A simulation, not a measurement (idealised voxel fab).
process module | voxel air gaps
The cross-section shown here is cut; it is 235 nm wide and divided into square cells measuring 5 nm on a side.
Bands, listed from the top down, are how a cross-section gets written in this document; the cross-section itself is a grid of square cells, and a band is one or more rows of them.
The band entry comprises the height of the band's top followed by the height of its bottom, expressed in nm, and subsequently the band's materials from left to right, each stated together with its width in nm. Where a single material is marked with the word "throughout", that material fills the band from edge to edge. The word "empty" represents empty space.
Heights are reckoned from 0. Under this level, the received wafer is all of one material. The bottommost band is open-ended downward, for example "0..down".
Note: "30..40" means the width goes from the first number (top row of the band) to the second number (bottom row) in equal steps per row of cells.
It should be understood that the words "no modifications", when stated for a given step, signify that the cross-section underwent no change in any of its cells during that step.
Closed void listing: empty space of 8 cells or more with no open way to the top, each as width x height at its distance from the left edge, in nm
On a step's line, text after the settings is the simulator commenting on that step.
"overlay nm" on a masked step: distance the mask lay right of its planned place, negative for left.

# Steps in the process plan
1 op RECEIVE | material Si
2 op CONFORMAL_DEP | material SiO2 | thk nm 10
3 op CONFORMAL_DEP | material SiN | thk nm 5
4 op DIRECTIONAL_DEP | material SiO2 | thk nm 40
5 op MASKED_ETCH | tone open | mask id LINES | width nm 25 | pitch nm 55 | etch materials SiO2 | depth nm 40 | overlay nm 0
6 op CONFORMAL_DEP | material TiN | thk nm 5
7 op FILL_DEP | material Ru | thk nm 5
8 op CMP | height nm 45
9 op EPI | material Ru | thk nm 10
10 op SELECTIVE_ETCH | etch materials SiO2 | depth nm 50
11 op CONFORMAL_DEP | material SiCN | thk nm 5
Heads up: all these wafers start the same, and what changes between them is the height nm in step 8. The value you see in the plan is just what the first wafer got.

# Sectional view: first of several wafers, as received, after step 1
    0..down | Si throughout
    Closed void listing: none

# each wafer at the end: cells of each material gained (+) or lost (-) since it was received, then its closed voids
height nm 45; +132 Ru; +143 SiCN; +47 SiN; +94 SiO2; +60 TiN; Closed void listing: 20 x 20 at 50; 20 x 20 at 105; 20 x 20 at 160
height nm 50; +144 Ru; +151 SiCN; +47 SiN; +94 SiO2; +68 TiN; Closed void listing: 20 x 25 at 50; 20 x 25 at 105; 20 x 25 at 160
height nm 55; +156 Ru; +159 SiCN; +47 SiN; +94 SiO2; +76 TiN; Closed void listing: 20 x 30 at 50; 20 x 30 at 105; 20 x 30 at 160
height nm 60; +190 Ru; +47 SiCN; +47 SiN; +310 SiO2; +111 TiN; Closed void listing: none
height nm 65; +237 Ru; +47 SiCN; +47 SiN; +310 SiO2; +111 TiN; Closed void listing: none
